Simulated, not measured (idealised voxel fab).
voxel gate over fins: a process module
Square cells of 5 nm make up the cross-section cut, whose width is 185 nm.
Cross-section layout: square cells on a grid; listed as bands, top to bottom; a band spans one or more cell rows.
Top height, bottom height, nm. Materials left to right, width each, nm. Single material + "throughout" = fills band edge to edge. "air" = empty.
Heights are expressed relative to 0, this being the level below which the as-received wafer comprises one material exclusively. The lowest band is unbounded in the downward direction and is denoted as in "top 0, no bottom".
Think of "30->40" as a width that walks from the first number to the second as you go down the band, top row to bottom row, taking equal-sized steps from row to row.
No cell of the cross-section changed in a step that is given as "remains unaltered".
Listed in "Fully sealed cavities": every empty space of 8 or more cells without an open way to the top. Form: width x height at distance, the distance being from the left edge, all in nm.
On a step's line, text after the settings is the simulator commenting on that step.
Regarding "overlay nm": on a step with a mask, it is the distance the mask lay to the right of its planned place; a negative value places it to the left.

[Process steps - plan]
- 1: RECEIVE,material Si
- 2: CONFORMAL_DEP,material SiN,thk nm 5
- 3: DIRECTIONAL_DEP,material aC,thk nm 10
- 4: PATTERN,tone cover,mask id FINS,material resist,width nm 15,pitch nm 60,thk nm 25,overlay nm 0
- 5: DIRECTIONAL_ETCH,etch materials aC,depth nm 10
- 6: STRIP,etch materials resist
- 7: DIRECTIONAL_ETCH,etch materials SiN,depth nm 5
- 8: DIRECTIONAL_ETCH,etch materials Si,depth nm 40
- 9: STRIP,etch materials aC
- 10: FILL_DEP,material SiO2,thk nm 10
- 11: CMP,height nm 5
- 12: PATTERN,tone open,mask id RAIL,material resist,width nm 15,thk nm 20,overlay nm 0
- 13: DIRECTIONAL_ETCH,etch materials SiO2,depth nm 40
- 14: STRIP,etch materials resist
- 15: CONFORMAL_DEP,material TiN,thk nm 5
- 16: FILL_DEP,material Ru,thk nm 5
- 17: CMP,height nm 5
- 18: SELECTIVE_ETCH,etch materials W Ru TiN,depth nm 30
- 19: FILL_DEP,material SiO2,thk nm 5
- 20: CMP,height nm 5
- 21: SELECTIVE_ETCH,etch materials SiO2,depth nm 10
- 22: STRIP,etch materials SiN
- 23: CONFORMAL_DEP,material HfO2,thk nm 5
- 24: CONFORMAL_DEP,material TiN,thk nm 5
- 25: FILL_DEP,material W,thk nm 15
- 26: CMP,height nm 20
- 27: CONFORMAL_DEP,material SiN,thk nm 10
Where the wafers of this document differ is in the depth nm of step 21; they start out the same, and the plan states the value that applied to the first wafer.

[Step 1 complete: as-received cross-section of the first of several wafers]
* top 0, no bottom = Si throughout
* Fully sealed cavities: none

[Each row below is a wafer at the end of the module, listing for every material the number of cells it has gained (+) or lost (-) since it was received, followed by its closed voids]
depth nm 10; +41 HfO2; +1 Ru; -248 Si; +74 SiN; +211 SiO2; +46 TiN; +97 W; Fully sealed cavities: none
depth nm 15; +45 HfO2; +1 Ru; -248 Si; +74 SiN; +180 SiO2; +50 TiN; +120 W; Fully sealed cavities: none
depth nm 20; +49 HfO2; +1 Ru; -248 Si; +74 SiN; +149 SiO2; +54 TiN; +143 W; Fully sealed cavities: none
depth nm 25; +53 HfO2; +1 Ru; -248 Si; +74 SiN; +118 SiO2; +58 TiN; +166 W; Fully sealed cavities: none
depth nm 30; +57 HfO2; +1 Ru; -248 Si; +74 SiN; +87 SiO2; +62 TiN; +189 W; Fully sealed cavities: none
depth nm 35; +63 HfO2; +1 Ru; -248 Si; +74 SiN; +59 SiO2; +66 TiN; +207 W; Fully sealed cavities: none
